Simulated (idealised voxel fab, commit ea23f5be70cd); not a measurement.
A process module follows: voxel self aligned contacts.
The cross-section on display is named cut; it measures 205 nm wide, and its cells are 5 nm squares.
A cross-section is a grid of square cells, given in bands from the top down. A band is one or more rows of cells. First you get the band's top height and its bottom height, in nm, and then the materials it's made of, left to right, with each width in nm. If you see a single material with "throughout", that one covers the band edge to edge. "air" is empty space. Height datum 0, below which the as-received substrate wafer is one material. Lowest band open at the bottom, running downward: "0 and below". Note: "30..40" means the width goes from the first number (top row of the band) to the second number (bottom row) in equal steps per row of cells. Given "nothing different" for a step, no cell of the cross-section differs between before and after that step. Closed-off voids of 8+ cells (no open route to the top) go in "Enclosed cavities", written width x height at distance from the left edge, in nm. Past the settings on a step's line: simulator remark, on that step. overlay nm: where the mask lay relative to plan, measured to the right, on steps with a mask; negatives go left.
-- These are the steps we planned for the process
| 1 | op RECEIVE | material Si |
| 2 | op CONFORMAL_DEP | material SiO2 | thk nm 5 |
| 3 | op DIRECTIONAL_DEP | material polySi | thk nm 25 |
| 4 | op DIRECTIONAL_DEP | material SiN | thk nm 20 |
| 5 | op PATTERN | tone cover | mask id GATE | material resist | width nm 35 | pitch nm 70 | thk nm 15 | overlay nm 0 |
| 6 | op DIRECTIONAL_ETCH | etch materials SiN | depth nm 20 |
| 7 | op DIRECTIONAL_ETCH | etch materials polySi | depth nm 25 |
| 8 | op STRIP | etch materials resist |
| 9 | op CONFORMAL_DEP | material SiN | thk nm 5 |
| 10 | op DIRECTIONAL_ETCH | etch materials SiN | depth nm 5 |
| 11 | op FILL_DEP | material SiO2 | thk nm 10 |
| 12 | op CMP | height nm 55 |
| 13 | op DIRECTIONAL_DEP | material aC | thk nm 10 |
| 14 | op PATTERN | tone open | mask id CONTACT | material resist | width nm 55 | pitch nm 70 | thk nm 25 | overlay nm 0 |
| 15 | op DIRECTIONAL_ETCH | etch materials aC | depth nm 10 |
| 16 | op STRIP | etch materials resist |
| 17 | op DIRECTIONAL_ETCH | etch materials SiO2 | depth nm 55 |
| 18 | op STRIP | etch materials aC |
| 19 | op CONFORMAL_DEP | material TiN | thk nm 5 |
| 20 | op FILL_DEP | material Ru | thk nm 5 |
| 21 | op CMP | height nm 55 |
| 22 | op CONFORMAL_DEP | material SiN | thk nm 5 |
-- The first wafer of two, processed as planned
-- This is the cross-section of the wafer as we received it, i.e. after step 1
	0 and below  Si throughout
	Enclosed cavities: none
-- after step 2
	5 down to 0  SiO2 throughout
	All layers under 0 are left as they were.
-- after step 3
	30 down to 5  polySi throughout
	All layers under 5 are left as they were.
-- after step 4
	50 down to 30  SiN throughout
	All layers under 30 are left as they were.
-- after step 5
	65 down to 50  air=15 / resist=35 / air=35 / resist=35 / air=35 / resist=35 / air=15
	All layers under 50 are left as they were.
-- after step 6
	65 down to 50  air=15 / resist=35 / air=35 / resist=35 / air=35 / resist=35 / air=15
	50 down to 30  air=15 / SiN=35 / air=35 / SiN=35 / air=35 / SiN=35 / air=15
	All layers under 30 are left as they were.
-- after step 7
	65 down to 50  air=15 / resist=35 / air=35 / resist=35 / air=35 / resist=35 / air=15
	50 down to 30  air=15 / SiN=35 / air=35 / SiN=35 / air=35 / SiN=35 / air=15
	30 down to 5  air=15 / polySi=35 / air=35 / polySi=35 / air=35 / polySi=35 / air=15
	All layers under 5 are left as they were.
-- after step 8
	50 down to 30  air=15 / SiN=35 / air=35 / SiN=35 / air=35 / SiN=35 / air=15
	All layers under 30 are left as they were.
-- after step 9
	55 down to 30  air=10 / SiN=45 / air=25 / SiN=45 / air=25 / SiN=45 / air=10
	30 down to 10  air=10 / SiN=5 / polySi=35 / SiN=5 / air=25 / SiN=5 / polySi=35 / SiN=5 / air=25 / SiN=5 / polySi=35 / SiN=5 / air=10
	10 down to 5  SiN=15 / polySi=35 / SiN=35 / polySi=35 / SiN=35 / polySi=35 / SiN=15
	All layers under 5 are left as they were.
-- after step 10
	50 down to 30  air=10 / SiN=45 / air=25 / SiN=45 / air=25 / SiN=45 / air=10
	30 down to 5  air=10 / SiN=5 / polySi=35 / SiN=5 / air=25 / SiN=5 / polySi=35 / SiN=5 / air=25 / SiN=5 / polySi=35 / SiN=5 / air=10
	All layers under 5 are left as they were.
-- after step 11
	60 down to 50  SiO2 throughout
	50 down to 30  SiO2=10 / SiN=45 / SiO2=25 / SiN=45 / SiO2=25 / SiN=45 / SiO2=10
	30 down to 5  SiO2=10 / SiN=5 / polySi=35 / SiN=5 / SiO2=25 / SiN=5 / polySi=35 / SiN=5 / SiO2=25 / SiN=5 / polySi=35 / SiN=5 / SiO2=10
	All layers under 5 are left as they were.
-- after step 12
	55 down to 50  SiO2 throughout
	All layers under 50 are left as they were.
-- after step 13
	65 down to 55  aC throughout
	All layers under 55 are left as they were.
-- after step 14
	90 down to 65  resist=40 / air=55 / resist=15 / air=55 / resist=40
	All layers under 65 are left as they were.
-- after step 15
	80 down to 65  resist=40 / air=55 / resist=15 / air=55 / resist=40
	65 down to 55  aC=40 / air=55 / aC=15 / air=55 / aC=40
	All layers under 55 are left as they were.
-- after step 16
	65 down to 55  aC=40 / air=55 / aC=15 / air=55 / aC=40
	All layers under 55 are left as they were.
-- after step 17
	65 down to 55  aC=40 / air=55 / aC=15 / air=55 / aC=40
	55 down to 50  SiO2=40 / air=55 / SiO2=15 / air=55 / SiO2=40
	50 down to 30  SiO2=10 / SiN=45 / air=25 / SiN=45 / air=25 / SiN=45 / SiO2=10
	30 down to 5  SiO2=10 / SiN=5 / polySi=35 / SiN=5 / air=25 / SiN=5 / polySi=35 / SiN=5 / air=25 / SiN=5 / polySi=35 / SiN=5 / SiO2=10
	5 down to 0  SiO2=55 / air=25 / SiO2=45 / air=25 / SiO2=55
	All layers under 0 are left as they were.
-- after step 18
	55 down to 50  SiO2=40 / air=55 / SiO2=15 / air=55 / SiO2=40
	All layers under 50 are left as they were.
-- after step 19
	60 down to 55  TiN=45 / air=45 / TiN=25 / air=45 / TiN=45
	55 down to 50  SiO2=40 / TiN=20 / air=15 / TiN=20 / SiO2=15 / TiN=20 / air=15 / TiN=20 / SiO2=40
	50 down to 30  SiO2=10 / SiN=45 / TiN=5 / air=15 / TiN=5 / SiN=45 / TiN=5 / air=15 / TiN=5 / SiN=45 / SiO2=10
	30 down to 5  SiO2=10 / SiN=5 / polySi=35 / SiN=5 / TiN=5 / air=15 / TiN=5 / SiN=5 / polySi=35 / SiN=5 / TiN=5 / air=15 / TiN=5 / SiN=5 / polySi=35 / SiN=5 / SiO2=10
	5 down to 0  SiO2=55 / TiN=25 / SiO2=45 / TiN=25 / SiO2=55
	All layers under 0 are left as they were.
-- after step 20
	65 down to 60  Ru throughout
	60 down to 55  TiN=45 / Ru=45 / TiN=25 / Ru=45 / TiN=45
	55 down to 50  SiO2=40 / TiN=20 / Ru=15 / TiN=20 / SiO2=15 / TiN=20 / Ru=15 / TiN=20 / SiO2=40
	50 down to 30  SiO2=10 / SiN=45 / TiN=5 / Ru=15 / TiN=5 / SiN=45 / TiN=5 / Ru=15 / TiN=5 / SiN=45 / SiO2=10
	30 down to 5  SiO2=10 / SiN=5 / polySi=35 / SiN=5 / TiN=5 / Ru=15 / TiN=5 / SiN=5 / polySi=35 / SiN=5 / TiN=5 / Ru=15 / TiN=5 / SiN=5 / polySi=35 / SiN=5 / SiO2=10
	All layers under 5 are left as they were.
-- after step 21
	55 down to 50  SiO2=40 / TiN=20 / Ru=15 / TiN=20 / SiO2=15 / TiN=20 / Ru=15 / TiN=20 / SiO2=40
	All layers under 50 are left as they were.
-- after step 22
	60 down to 55  SiN throughout
	All layers under 55 are left as they were.
-- Wafer two of two - same starting point, same process plan, one mistake in execution; matches wafer one up to and including step 2
-- Second wafer, section view, time point: scheduled end of step 3
	25 down to 5  SiN throughout
	All layers under 5 are left as they were.
-- Second wafer, section view, time point: scheduled end of step 4
	50 down to 25  polySi throughout
	All layers under 25 are left as they were.
-- Second wafer, section view, time point: scheduled end of step 5
	65 down to 50  air=15 / resist=35 / air=35 / resist=35 / air=35 / resist=35 / air=15
	All layers under 50 are left as they were.
Second wafer, section view, time point: scheduled end of step 6: nothing different
-- Second wafer, section view, time point: scheduled end of step 7
	65 down to 50  air=15 / resist=35 / air=35 / resist=35 / air=35 / resist=35 / air=15
	50 down to 25  air=15 / polySi=35 / air=35 / polySi=35 / air=35 / polySi=35 / air=15
	All layers under 25 are left as they were.
-- Second wafer, section view, time point: scheduled end of step 8
	50 down to 25  air=15 / polySi=35 / air=35 / polySi=35 / air=35 / polySi=35 / air=15
	All layers under 25 are left as they were.
-- Second wafer, section view, time point: scheduled end of step 9
	55 down to 50  air=10 / SiN=45 / air=25 / SiN=45 / air=25 / SiN=45 / air=10
	50 down to 30  air=10 / SiN=5 / polySi=35 / SiN=5 / air=25 / SiN=5 / polySi=35 / SiN=5 / air=25 / SiN=5 / polySi=35 / SiN=5 / air=10
	30 down to 25  SiN=15 / polySi=35 / SiN=35 / polySi=35 / SiN=35 / polySi=35 / SiN=15
	All layers under 25 are left as they were.
-- Second wafer, section view, time point: scheduled end of step 10
	50 down to 25  air=10 / SiN=5 / polySi=35 / SiN=5 / air=25 / SiN=5 / polySi=35 / SiN=5 / air=25 / SiN=5 / polySi=35 / SiN=5 / air=10
	All layers under 25 are left as they were.
-- Second wafer, section view, time point: scheduled end of step 11
	60 down to 50  SiO2 throughout
	50 down to 25  SiO2=10 / SiN=5 / polySi=35 / SiN=5 / SiO2=25 / SiN=5 / polySi=35 / SiN=5 / SiO2=25 / SiN=5 / polySi=35 / SiN=5 / SiO2=10
	All layers under 25 are left as they were.
-- Second wafer, section view, time point: scheduled end of step 12
	55 down to 50  SiO2 throughout
	All layers under 50 are left as they were.
-- Second wafer, section view, time point: scheduled end of step 13
	65 down to 55  aC throughout
	All layers under 55 are left as they were.
-- Second wafer, section view, time point: scheduled end of step 14
	90 down to 65  resist=40 / air=55 / resist=15 / air=55 / resist=40
	All layers under 65 are left as they were.
-- Second wafer, section view, time point: scheduled end of step 15
	80 down to 65  resist=40 / air=55 / resist=15 / air=55 / resist=40
	65 down to 55  aC=40 / air=55 / aC=15 / air=55 / aC=40
	All layers under 55 are left as they were.
-- Second wafer, section view, time point: scheduled end of step 16
	65 down to 55  aC=40 / air=55 / aC=15 / air=55 / aC=40
	All layers under 55 are left as they were.
-- Second wafer, section view, time point: scheduled end of step 17
	65 down to 55  aC=40 / air=55 / aC=15 / air=55 / aC=40
	55 down to 50  SiO2=40 / air=55 / SiO2=15 / air=55 / SiO2=40
	50 down to 25  SiO2=10 / SiN=5 / polySi=35 / SiN=5 / air=25 / SiN=5 / polySi=35 / SiN=5 / air=25 / SiN=5 / polySi=35 / SiN=5 / SiO2=10
	All layers under 25 are left as they were.
-- Second wafer, section view, time point: scheduled end of step 18
	55 down to 50  SiO2=40 / air=55 / SiO2=15 / air=55 / SiO2=40
	All layers under 50 are left as they were.
-- Second wafer, section view, time point: scheduled end of step 19
	60 down to 55  TiN=45 / air=45 / TiN=25 / air=45 / TiN=45
	55 down to 50  SiO2=40 / TiN=20 / air=15 / TiN=20 / SiO2=15 / TiN=20 / air=15 / TiN=20 / SiO2=40
	50 down to 30  SiO2=10 / SiN=5 / polySi=35 / SiN=5 / TiN=5 / air=15 / TiN=5 / SiN=5 / polySi=35 / SiN=5 / TiN=5 / air=15 / TiN=5 / SiN=5 / polySi=35 / SiN=5 / SiO2=10
	30 down to 25  SiO2=10 / SiN=5 / polySi=35 / SiN=5 / TiN=25 / SiN=5 / polySi=35 / SiN=5 / TiN=25 / SiN=5 / polySi=35 / SiN=5 / SiO2=10
	All layers under 25 are left as they were.
-- Second wafer, section view, time point: scheduled end of step 20
	65 down to 60  Ru throughout
	60 down to 55  TiN=45 / Ru=45 / TiN=25 / Ru=45 / TiN=45
	55 down to 50  SiO2=40 / TiN=20 / Ru=15 / TiN=20 / SiO2=15 / TiN=20 / Ru=15 / TiN=20 / SiO2=40
	50 down to 30  SiO2=10 / SiN=5 / polySi=35 / SiN=5 / TiN=5 / Ru=15 / TiN=5 / SiN=5 / polySi=35 / SiN=5 / TiN=5 / Ru=15 / TiN=5 / SiN=5 / polySi=35 / SiN=5 / SiO2=10
	All layers under 30 are left as they were.
-- Second wafer, section view, time point: scheduled end of step 21
	55 down to 50  SiO2=40 / TiN=20 / Ru=15 / TiN=20 / SiO2=15 / TiN=20 / Ru=15 / TiN=20 / SiO2=40
	All layers under 50 are left as they were.
-- Second wafer, section view, time point: scheduled end of step 22
	60 down to 55  SiN throughout
	All layers under 55 are left as they were.
What was the processing mistake? steps 3 and 4 were swapped
Per the end-of-run cell counts, the second wafer holds more or fewer of some materials than the first: Ru: 30 fewer, SiN: 56 more, SiO2: 6 fewer, TiN: 20 fewer
